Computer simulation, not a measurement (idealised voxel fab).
Herein follows the process module entitled voxel transistor to metal.
Section shown: cut. Width: 180 nm. Cell size: 5 nm, square.
How to read a cross-section here: the picture is a grid of square cells, written as bands going from the top down, and any band can span one or more rows of cells.
Heights first: top, then bottom, in nm. Then materials, left to right, each with a width in nm. "throughout" on a single material: fills the band edge to edge. "air": empty space.
Beneath 0, the wafer as received is one material, and that level is where height counting begins. The lowest band goes on downward without a bottom; it is written like "0 down".
The notation "30..40" denotes a width that varies across the rows of cells in the band, beginning at the first number in the top row, finishing at the second number in the bottom row, and changing by an identical amount from each row to the next.
Reading "no modification" for a step: not a cell of the cross-section changed in it.
This entry, "Voids, sealed", enumerates those empty regions of no fewer than 8 cells that possess no open connection to the top. Each region is reported in the form width x height at distance, the distance being taken from the left edge, with all three quantities expressed in nm.
That trailing text on a step's line, after the settings, is the simulator's own remark on the step.
When a step includes a mask, the "overlay nm" setting on its line states how far to the right of its planned place that mask lay, and negative values state how far to the left.

# The process steps that were planned are listed below
- 1: RECEIVE, material Si
- 2: CONFORMAL_DEP, material SiO2, thk nm 5
- 3: CONFORMAL_DEP, material SiN, thk nm 10
- 4: DIRECTIONAL_DEP, material aC, thk nm 15
- 5: PATTERN, tone cover, mask id ACTIVE, material resist, width nm 120, thk nm 30, overlay nm 0
- 6: DIRECTIONAL_ETCH, etch materials aC, depth nm 15
- 7: STRIP, etch materials resist
- 8: DIRECTIONAL_ETCH, etch materials SiN, depth nm 10
- 9: DIRECTIONAL_ETCH, etch materials SiO2, depth nm 5
- 10: DIRECTIONAL_ETCH, etch materials Si, depth nm 25
- 11: STRIP, etch materials aC
- 12: FILL_DEP, material SiO2, thk nm 10
- 13: CMP, height nm 15
- 14: SELECTIVE_ETCH, etch materials SiO2, depth nm 10
- 15: STRIP, etch materials SiN
- 16: SELECTIVE_ETCH, etch materials SiO2, depth nm 5
- 17: OXIDIZE, depth nm 5
- 18: DIRECTIONAL_DEP, material polySi, thk nm 25
- 19: DIRECTIONAL_DEP, material SiCN, thk nm 15
- 20: DIRECTIONAL_DEP, material aC, thk nm 15
- 21: PATTERN, tone cover, mask id GATE, material resist, width nm 30, thk nm 30, overlay nm 0
- 22: DIRECTIONAL_ETCH, etch materials aC, depth nm 15
- 23: STRIP, etch materials resist
- 24: DIRECTIONAL_ETCH, etch materials SiCN, depth nm 25
- 25: DIRECTIONAL_ETCH, etch materials polySi, depth nm 35
- 26: STRIP, etch materials aC
- 27: CONFORMAL_DEP, material SiO2, thk nm 5
- 28: DIRECTIONAL_ETCH, etch materials SiO2, depth nm 5
- 29: CONFORMAL_DEP, material SiN, thk nm 5
- 30: DIRECTIONAL_ETCH, etch materials SiN, depth nm 5
- 31: DIRECTIONAL_ETCH, etch materials SiO2, depth nm 5
- 32: EPI, material SiGe, thk nm 5
- 33: FILL_DEP, material SiO2, thk nm 5
- 34: CMP, height nm 25
- 35: STRIP, etch materials polySi
- 36: SELECTIVE_ETCH, etch materials SiO2, depth nm 5
- 37: CONFORMAL_DEP, material HfO2, thk nm 5
- 38: CONFORMAL_DEP, material TiN, thk nm 5
- 39: FILL_DEP, material W, thk nm 10
- 40: CMP, height nm 20
- 41: DIRECTIONAL_DEP, material SiO2, thk nm 15
- 42: PATTERN, tone open, mask id CONTACT, material resist, width nm 20, pitch nm 80, thk nm 15, overlay nm 0
- 43: DIRECTIONAL_ETCH, etch materials SiO2, depth nm 35
- 44: STRIP, etch materials resist
- 45: CONFORMAL_DEP, material TiN, thk nm 5
- 46: FILL_DEP, material W, thk nm 5
- 47: CMP, height nm 35
- 48: CONFORMAL_DEP, material SiN, thk nm 5
- 49: DIRECTIONAL_DEP, material lowk, thk nm 20
- 50: DIRECTIONAL_DEP, material aC, thk nm 15
- 51: PATTERN, tone open, mask id METAL_1, material resist, width nm 20, pitch nm 80, thk nm 30, overlay nm 0
- 52: DIRECTIONAL_ETCH, etch materials aC, depth nm 15
- 53: STRIP, etch materials resist
- 54: DIRECTIONAL_ETCH, etch materials lowk, depth nm 20
- 55: DIRECTIONAL_ETCH, etch materials SiN, depth nm 5
- 56: STRIP, etch materials aC
- 57: CONFORMAL_DEP, material TiN, thk nm 5
- 58: FILL_DEP, material Ru, thk nm 5
- 59: CMP, height nm 60
- 60: EPI, material Ru, thk nm 5
- 61: FILL_DEP, material SiCN, thk nm 5
- 62: DIRECTIONAL_DEP, material lowk, thk nm 35
- 63: MASKED_ETCH, tone open, mask id METAL_2_HOLES, width nm 15, pitch nm 80, etch materials lowk, depth nm 35, overlay nm 0
- 64: PATTERN, tone open, mask id METAL_2, material resist, width nm 20, pitch nm 80, thk nm 15, overlay nm 0
- 65: DIRECTIONAL_ETCH, etch materials lowk, depth nm 20
- 66: DIRECTIONAL_ETCH, etch materials SiCN, depth nm 5
- 67: STRIP, etch materials resist
- 68: CONFORMAL_DEP, material TiN, thk nm 5
- 69: FILL_DEP, material Cu, thk nm 10
- 70: CMP, height nm 105
- 71: CONFORMAL_DEP, material SiCN, thk nm 5

# Below: the first of two wafers, run as planned

# Delivered wafer in cross-section: state after step 1
	0 down  Si throughout
	Voids, sealed: none

# Cross-section of the wafer after step 2
	5 to 0  SiO2 throughout
	At heights below 0, the structure remains unaltered.

# Cross-section of the wafer after step 3
	15 to 5  SiN throughout
	At heights below 5, the structure remains unaltered.

# Cross-section of the wafer after step 4
	30 to 15  aC throughout
	At heights below 15, the structure remains unaltered.

# Cross-section of the wafer after step 5
	60 to 30  air (30); resist (120); air (30)
	At heights below 30, the structure remains unaltered.

# Cross-section of the wafer after step 6
	45 to 30  air (30); resist (120); air (30)
	30 to 15  air (30); aC (120); air (30)
	At heights below 15, the structure remains unaltered.

# Cross-section of the wafer after step 7
	30 to 15  air (30); aC (120); air (30)
	At heights below 15, the structure remains unaltered.

# Cross-section of the wafer after step 8
	30 to 15  air (30); aC (120); air (30)
	15 to 5  air (30); SiN (120); air (30)
	At heights below 5, the structure remains unaltered.

# Cross-section of the wafer after step 9
	30 to 15  air (30); aC (120); air (30)
	15 to 5  air (30); SiN (120); air (30)
	5 to 0  air (30); SiO2 (120); air (30)
	At heights below 0, the structure remains unaltered.

# Cross-section of the wafer after step 10
	30 to 15  air (30); aC (120); air (30)
	15 to 5  air (30); SiN (120); air (30)
	5 to 0  air (30); SiO2 (120); air (30)
	0 to -25  air (30); Si (120); air (30)
	At heights below -25, the structure remains unaltered.

# Cross-section of the wafer after step 11
	15 to 5  air (30); SiN (120); air (30)
	At heights below 5, the structure remains unaltered.

# Cross-section of the wafer after step 12
	25 to 15  SiO2 throughout
	15 to 5  SiO2 (30); SiN (120); SiO2 (30)
	5 to 0  SiO2 throughout
	0 to -25  SiO2 (30); Si (120); SiO2 (30)
	At heights below -25, the structure remains unaltered.

# Cross-section of the wafer after step 13
	15 to 5  SiO2 (30); SiN (120); SiO2 (30)
	At heights below 5, the structure remains unaltered.

# Cross-section of the wafer after step 14
	15 to 5  air (30); SiN (120); air (30)
	At heights below 5, the structure remains unaltered.

# Cross-section of the wafer after step 15
	5 to 0  SiO2 throughout
	At heights below 0, the structure remains unaltered.

# Cross-section of the wafer after step 16
	0 to -25  SiO2 (30); Si (120); SiO2 (30)
	At heights below -25, the structure remains unaltered.

# Cross-section of the wafer after step 17
	0 to -5  SiO2 throughout
	At heights below -5, the structure remains unaltered.

# Cross-section of the wafer after step 18
	25 to 0  polySi throughout
	At heights below 0, the structure remains unaltered.

# Cross-section of the wafer after step 19
	40 to 25  SiCN throughout
	At heights below 25, the structure remains unaltered.

# Cross-section of the wafer after step 20
	55 to 40  aC throughout
	At heights below 40, the structure remains unaltered.

# Cross-section of the wafer after step 21
	85 to 55  air (75); resist (30); air (75)
	At heights below 55, the structure remains unaltered.

# Cross-section of the wafer after step 22
	70 to 55  air (75); resist (30); air (75)
	55 to 40  air (75); aC (30); air (75)
	At heights below 40, the structure remains unaltered.

# Cross-section of the wafer after step 23
	55 to 40  air (75); aC (30); air (75)
	At heights below 40, the structure remains unaltered.

# Cross-section of the wafer after step 24
	55 to 40  air (75); aC (30); air (75)
	40 to 25  air (75); SiCN (30); air (75)
	At heights below 25, the structure remains unaltered.

# Cross-section of the wafer after step 25
	55 to 40  air (75); aC (30); air (75)
	40 to 25  air (75); SiCN (30); air (75)
	25 to 0  air (75); polySi (30); air (75)
	At heights below 0, the structure remains unaltered.

# Cross-section of the wafer after step 26
	40 to 25  air (75); SiCN (30); air (75)
	At heights below 25, the structure remains unaltered.

# Cross-section of the wafer after step 27
	45 to 40  air (70); SiO2 (40); air (70)
	40 to 25  air (70); SiO2 (5); SiCN (30); SiO2 (5); air (70)
	25 to 5  air (70); SiO2 (5); polySi (30); SiO2 (5); air (70)
	5 to 0  SiO2 (75); polySi (30); SiO2 (75)
	At heights below 0, the structure remains unaltered.

# Cross-section of the wafer after step 28
	40 to 25  air (70); SiO2 (5); SiCN (30); SiO2 (5); air (70)
	25 to 0  air (70); SiO2 (5); polySi (30); SiO2 (5); air (70)
	At heights below 0, the structure remains unaltered.

# Cross-section of the wafer after step 29
	45 to 40  air (65); SiN (50); air (65)
	40 to 25  air (65); SiN (5); SiO2 (5); SiCN (30); SiO2 (5); SiN (5); air (65)
	25 to 5  air (65); SiN (5); SiO2 (5); polySi (30); SiO2 (5); SiN (5); air (65)
	5 to 0  SiN (70); SiO2 (5); polySi (30); SiO2 (5); SiN (70)
	At heights below 0, the structure remains unaltered.

# Cross-section of the wafer after step 30
	40 to 25  air (65); SiN (5); SiO2 (5); SiCN (30); SiO2 (5); SiN (5); air (65)
	25 to 0  air (65); SiN (5); SiO2 (5); polySi (30); SiO2 (5); SiN (5); air (65)
	At heights below 0, the structure remains unaltered.

# Cross-section of the wafer after step 31
	40 to 35  air (65); SiN (5); air (5); SiCN (30); air (5); SiN (5); air (65)
	35 to 25  air (65); SiN (5); SiO2 (5); SiCN (30); SiO2 (5); SiN (5); air (65)
	25 to 0  air (65); SiN (5); SiO2 (5); polySi (30); SiO2 (5); SiN (5); air (65)
	0 to -5  air (65); SiO2 (50); air (65)
	At heights below -5, the structure remains unaltered.

# Cross-section of the wafer after step 32
	40 to 35  air (65); SiN (5); air (5); SiCN (30); air (5); SiN (5); air (65)
	35 to 25  air (65); SiN (5); SiO2 (5); SiCN (30); SiO2 (5); SiN (5); air (65)
	25 to 0  air (65); SiN (5); SiO2 (5); polySi (30); SiO2 (5); SiN (5); air (65)
	0 to -5  air (25); SiGe (40); SiO2 (50); SiGe (40); air (25)
	At heights below -5, the structure remains unaltered.

# Cross-section of the wafer after step 33
	45 to 40  SiO2 throughout
	40 to 25  SiO2 (65); SiN (5); SiO2 (5); SiCN (30); SiO2 (5); SiN (5); SiO2 (65)
	25 to 0  SiO2 (65); SiN (5); SiO2 (5); polySi (30); SiO2 (5); SiN (5); SiO2 (65)
	0 to -5  SiO2 (25); SiGe (40); SiO2 (50); SiGe (40); SiO2 (25)
	At heights below -5, the structure remains unaltered.

# Cross-section of the wafer after step 34
	25 to 0  SiO2 (65); SiN (5); SiO2 (5); polySi (30); SiO2 (5); SiN (5); SiO2 (65)
	At heights below 0, the structure remains unaltered.

# Cross-section of the wafer after step 35
	25 to 0  SiO2 (65); SiN (5); SiO2 (5); air (30); SiO2 (5); SiN (5); SiO2 (65)
	At heights below 0, the structure remains unaltered.

# Cross-section of the wafer after step 36
	25 to 20  air (65); SiN (5); air (40); SiN (5); air (65)
	20 to 0  SiO2 (65); SiN (5); air (40); SiN (5); SiO2 (65)
	0 to -5  SiO2 (25); SiGe (40); SiO2 (5); air (40); SiO2 (5); SiGe (40); SiO2 (25)
	At heights below -5, the structure remains unaltered.

# Cross-section of the wafer after step 37
	30 to 25  air (60); HfO2 (15); air (30); HfO2 (15); air (60)
	25 to 20  HfO2 (65); SiN (5); HfO2 (5); air (30); HfO2 (5); SiN (5); HfO2 (65)
	20 to 0  SiO2 (65); SiN (5); HfO2 (5); air (30); HfO2 (5); SiN (5); SiO2 (65)
	0 to -5  SiO2 (25); SiGe (40); SiO2 (5); HfO2 (40); SiO2 (5); SiGe (40); SiO2 (25)
	At heights below -5, the structure remains unaltered.

# Cross-section of the wafer after step 38
	35 to 30  air (55); TiN (25); air (20); TiN (25); air (55)
	30 to 25  TiN (60); HfO2 (15); TiN (5); air (20); TiN (5); HfO2 (15); TiN (60)
	25 to 20  HfO2 (65); SiN (5); HfO2 (5); TiN (5); air (20); TiN (5); HfO2 (5); SiN (5); HfO2 (65)
	20 to 5  SiO2 (65); SiN (5); HfO2 (5); TiN (5); air (20); TiN (5); HfO2 (5); SiN (5); SiO2 (65)
	5 to 0  SiO2 (65); SiN (5); HfO2 (5); TiN (30); HfO2 (5); SiN (5); SiO2 (65)
	At heights below 0, the structure remains unaltered.

# Cross-section of the wafer after step 39
	45 to 35  W throughout
	35 to 30  W (55); TiN (25); W (20); TiN (25); W (55)
	30 to 25  TiN (60); HfO2 (15); TiN (5); W (20); TiN (5); HfO2 (15); TiN (60)
	25 to 20  HfO2 (65); SiN (5); HfO2 (5); TiN (5); W (20); TiN (5); HfO2 (5); SiN (5); HfO2 (65)
	20 to 5  SiO2 (65); SiN (5); HfO2 (5); TiN (5); W (20); TiN (5); HfO2 (5); SiN (5); SiO2 (65)
	At heights below 5, the structure remains unaltered.

# Cross-section of the wafer after step 40
	20 to 5  SiO2 (65); SiN (5); HfO2 (5); TiN (5); W (20); TiN (5); HfO2 (5); SiN (5); SiO2 (65)
	At heights below 5, the structure remains unaltered.

# Cross-section of the wafer after step 41
	35 to 20  SiO2 throughout
	At heights below 20, the structure remains unaltered.

# Cross-section of the wafer after step 42
	50 to 35  resist (40); air (20); resist (60); air (20); resist (40)
	At heights below 35, the structure remains unaltered.

# Cross-section of the wafer after step 43
	50 to 35  resist (40); air (20); resist (60); air (20); resist (40)
	35 to 20  SiO2 (40); air (20); SiO2 (60); air (20); SiO2 (40)
	20 to 5  SiO2 (40); air (20); SiO2 (5); SiN (5); HfO2 (5); TiN (5); W (20); TiN (5); HfO2 (5); SiN (5); SiO2 (5); air (20); SiO2 (40)
	5 to 0  SiO2 (40); air (20); SiO2 (5); SiN (5); HfO2 (5); TiN (30); HfO2 (5); SiN (5); SiO2 (5); air (20); SiO2 (40)
	At heights below 0, the structure remains unaltered.

# Cross-section of the wafer after step 44
	35 to 20  SiO2 (40); air (20); SiO2 (60); air (20); SiO2 (40)
	At heights below 20, the structure remains unaltered.

# Cross-section of the wafer after step 45
	40 to 35  TiN (45); air (10); TiN (70); air (10); TiN (45)
	35 to 20  SiO2 (40); TiN (5); air (10); TiN (5); SiO2 (60); TiN (5); air (10); TiN (5); SiO2 (40)
	20 to 5  SiO2 (40); TiN (5); air (10); TiN (5); SiO2 (5); SiN (5); HfO2 (5); TiN (5); W (20); TiN (5); HfO2 (5); SiN (5); SiO2 (5); TiN (5); air (10); TiN (5); SiO2 (40)
	5 to 0  SiO2 (40); TiN (20); SiO2 (5); SiN (5); HfO2 (5); TiN (30); HfO2 (5); SiN (5); SiO2 (5); TiN (20); SiO2 (40)
	At heights below 0, the structure remains unaltered.

# Cross-section of the wafer after step 46
	45 to 40  W throughout
	40 to 35  TiN (45); W (10); TiN (70); W (10); TiN (45)
	35 to 20  SiO2 (40); TiN (5); W (10); TiN (5); SiO2 (60); TiN (5); W (10); TiN (5); SiO2 (40)
	20 to 5  SiO2 (40); TiN (5); W (10); TiN (5); SiO2 (5); SiN (5); HfO2 (5); TiN (5); W (20); TiN (5); HfO2 (5); SiN (5); SiO2 (5); TiN (5); W (10); TiN (5); SiO2 (40)
	At heights below 5, the structure remains unaltered.

# Cross-section of the wafer after step 47
	35 to 20  SiO2 (40); TiN (5); W (10); TiN (5); SiO2 (60); TiN (5); W (10); TiN (5); SiO2 (40)
	At heights below 20, the structure remains unaltered.

# Cross-section of the wafer after step 48
	40 to 35  SiN throughout
	At heights below 35, the structure remains unaltered.

# Cross-section of the wafer after step 49
	60 to 40  lowk throughout
	At heights below 40, the structure remains unaltered.

# Cross-section of the wafer after step 50
	75 to 60  aC throughout
	At heights below 60, the structure remains unaltered.

# Cross-section of the wafer after step 51
	105 to 75  resist (40); air (20); resist (60); air (20); resist (40)
	At heights below 75, the structure remains unaltered.

# Cross-section of the wafer after step 52
	90 to 75  resist (40); air (20); resist (60); air (20); resist (40)
	75 to 60  aC (40); air (20); aC (60); air (20); aC (40)
	At heights below 60, the structure remains unaltered.

# Cross-section of the wafer after step 53
	75 to 60  aC (40); air (20); aC (60); air (20); aC (40)
	At heights below 60, the structure remains unaltered.

# Cross-section of the wafer after step 54
	75 to 60  aC (40); air (20); aC (60); air (20); aC (40)
	60 to 40  lowk (40); air (20); lowk (60); air (20); lowk (40)
	At heights below 40, the structure remains unaltered.

# Cross-section of the wafer after step 55
	75 to 60  aC (40); air (20); aC (60); air (20); aC (40)
	60 to 40  lowk (40); air (20); lowk (60); air (20); lowk (40)
	40 to 35  SiN (40); air (20); SiN (60); air (20); SiN (40)
	At heights below 35, the structure remains unaltered.

# Cross-section of the wafer after step 56
	60 to 40  lowk (40); air (20); lowk (60); air (20); lowk (40)
	At heights below 40, the structure remains unaltered.

# Cross-section of the wafer after step 57
	65 to 60  TiN (45); air (10); TiN (70); air (10); TiN (45)
	60 to 40  lowk (40); TiN (5); air (10); TiN (5); lowk (60); TiN (5); air (10); TiN (5); lowk (40)
	40 to 35  SiN (40); TiN (20); SiN (60); TiN (20); SiN (40)
	At heights below 35, the structure remains unaltered.

# Cross-section of the wafer after step 58
	70 to 65  Ru throughout
	65 to 60  TiN (45); Ru (10); TiN (70); Ru (10); TiN (45)
	60 to 40  lowk (40); TiN (5); Ru (10); TiN (5); lowk (60); TiN (5); Ru (10); TiN (5); lowk (40)
	At heights below 40, the structure remains unaltered.

# Cross-section of the wafer after step 59
	60 to 40  lowk (40); TiN (5); Ru (10); TiN (5); lowk (60); TiN (5); Ru (10); TiN (5); lowk (40)
	At heights below 40, the structure remains unaltered.

# Cross-section of the wafer after step 60
	65 to 60  air (35); Ru (30); air (50); Ru (30); air (35)
	At heights below 60, the structure remains unaltered.

# Cross-section of the wafer after step 61
	70 to 65  SiCN throughout
	65 to 60  SiCN (35); Ru (30); SiCN (50); Ru (30); SiCN (35)
	At heights below 60, the structure remains unaltered.

# Cross-section of the wafer after step 62
	105 to 70  lowk throughout
	At heights below 70, the structure remains unaltered.

# Cross-section of the wafer after step 63
	105 to 70  lowk (40); air (15); lowk (65); air (15); lowk (45)
	At heights below 70, the structure remains unaltered.

# Cross-section of the wafer after step 64
	120 to 105  resist (40); air (20); resist (60); air (20); resist (40)
	At heights below 105, the structure remains unaltered.

# Cross-section of the wafer after step 65
	120 to 105  resist (40); air (20); resist (60); air (20); resist (40)
	105 to 85  lowk (40); air (20); lowk (60); air (20); lowk (40)
	At heights below 85, the structure remains unaltered.

# Cross-section of the wafer after step 66
	120 to 105  resist (40); air (20); resist (60); air (20); resist (40)
	105 to 85  lowk (40); air (20); lowk (60); air (20); lowk (40)
	85 to 70  lowk (40); air (15); lowk (65); air (15); lowk (45)
	70 to 65  SiCN (40); air (15); SiCN (65); air (15); SiCN (45)
	At heights below 65, the structure remains unaltered.

# Cross-section of the wafer after step 67
	105 to 85  lowk (40); air (20); lowk (60); air (20); lowk (40)
	At heights below 85, the structure remains unaltered.

# Cross-section of the wafer after step 68
	110 to 105  TiN (45); air (10); TiN (70); air (10); TiN (45)
	105 to 90  lowk (40); TiN (5); air (10); TiN (5); lowk (60); TiN (5); air (10); TiN (5); lowk (40)
	90 to 85  lowk (40); TiN (5); air (5); TiN (10); lowk (60); TiN (5); air (5); TiN (10); lowk (40)
	85 to 70  lowk (40); TiN (5); air (5); TiN (5); lowk (65); TiN (5); air (5); TiN (5); lowk (45)
	70 to 65  SiCN (40); TiN (15); SiCN (65); TiN (15); SiCN (45)
	At heights below 65, the structure remains unaltered.

# Cross-section of the wafer after step 69
	120 to 110  Cu throughout
	110 to 105  TiN (45); Cu (10); TiN (70); Cu (10); TiN (45)
	105 to 90  lowk (40); TiN (5); Cu (10); TiN (5); lowk (60); TiN (5); Cu (10); TiN (5); lowk (40)
	90 to 85  lowk (40); TiN (5); Cu (5); TiN (10); lowk (60); TiN (5); Cu (5); TiN (10); lowk (40)
	85 to 70  lowk (40); TiN (5); Cu (5); TiN (5); lowk (65); TiN (5); Cu (5); TiN (5); lowk (45)
	At heights below 70, the structure remains unaltered.

# Cross-section of the wafer after step 70
	105 to 90  lowk (40); TiN (5); Cu (10); TiN (5); lowk (60); TiN (5); Cu (10); TiN (5); lowk (40)
	At heights below 90, the structure remains unaltered.

# Cross-section of the wafer after step 71
	110 to 105  SiCN throughout
	At heights below 105, the structure remains unaltered.

# Wafer two of the pair: same origin, same plan, one error during the run; identical to wafer one up to and including step 63

# Cross-section of the second wafer at the time step 64 of the plan should have ended
	120 to 105  resist (50); air (20); resist (60); air (20); resist (30)
	105 to 70  lowk (40); resist (10); air (5); lowk (65); resist (10); air (5); lowk (45)
	At heights below 70, the structure remains unaltered.

# Cross-section of the second wafer at the time step 65 of the plan should have ended
	120 to 105  resist (50); air (20); resist (60); air (20); resist (30)
	105 to 85  lowk (40); resist (10); air (20); lowk (50); resist (10); air (20); lowk (30)
	At heights below 85, the structure remains unaltered.

# Cross-section of the second wafer at the time step 66 of the plan should have ended
	120 to 105  resist (50); air (20); resist (60); air (20); resist (30)
	105 to 85  lowk (40); resist (10); air (20); lowk (50); resist (10); air (20); lowk (30)
	85 to 70  lowk (40); resist (10); air (5); lowk (65); resist (10); air (5); lowk (45)
	70 to 65  SiCN (50); air (5); SiCN (75); air (5); SiCN (45)
	At heights below 65, the structure remains unaltered.

# Cross-section of the second wafer at the time step 67 of the plan should have ended
	105 to 85  lowk (40); air (30); lowk (50); air (30); lowk (30)
	85 to 70  lowk (40); air (15); lowk (65); air (15); lowk (45)
	At heights below 70, the structure remains unaltered.

# Cross-section of the second wafer at the time step 68 of the plan should have ended
	110 to 105  TiN (45); air (20); TiN (60); air (20); TiN (35)
	105 to 90  lowk (40); TiN (5); air (20); TiN (5); lowk (50); TiN (5); air (20); TiN (5); lowk (30)
	90 to 85  lowk (40); TiN (5); air (5); TiN (20); lowk (50); TiN (5); air (5); TiN (20); lowk (30)
	85 to 75  lowk (40); TiN (5); air (5); TiN (5); lowk (65); TiN (5); air (5); TiN (5); lowk (45)
	75 to 70  lowk (40); TiN (15); lowk (65); TiN (15); lowk (45)
	70 to 65  SiCN (50); TiN (5); SiCN (75); TiN (5); SiCN (45)
	At heights below 65, the structure remains unaltered.

# Cross-section of the second wafer at the time step 69 of the plan should have ended
	120 to 110  Cu throughout
	110 to 105  TiN (45); Cu (20); TiN (60); Cu (20); TiN (35)
	105 to 90  lowk (40); TiN (5); Cu (20); TiN (5); lowk (50); TiN (5); Cu (20); TiN (5); lowk (30)
	90 to 85  lowk (40); TiN (5); Cu (5); TiN (20); lowk (50); TiN (5); Cu (5); TiN (20); lowk (30)
	85 to 75  lowk (40); TiN (5); Cu (5); TiN (5); lowk (65); TiN (5); Cu (5); TiN (5); lowk (45)
	At heights below 75, the structure remains unaltered.

# Cross-section of the second wafer at the time step 70 of the plan should have ended
	105 to 90  lowk (40); TiN (5); Cu (20); TiN (5); lowk (50); TiN (5); Cu (20); TiN (5); lowk (30)
	At heights below 90, the structure remains unaltered.

# Cross-section of the second wafer at the time step 71 of the plan should have ended
	110 to 105  SiCN throughout
	At heights below 105, the structure remains unaltered.
Which mistake was made when the wafer was run? step 64 was run on a setting that differed from the plan, and what really ran there is PATTERN, tone open, mask id METAL_2, material resist, width nm 20, pitch nm 80, thk nm 15, overlay nm 10
The second wafer ends with more or fewer cells of some materials than the first, per final count: Cu +10; SiCN +4; TiN +2; lowk -16
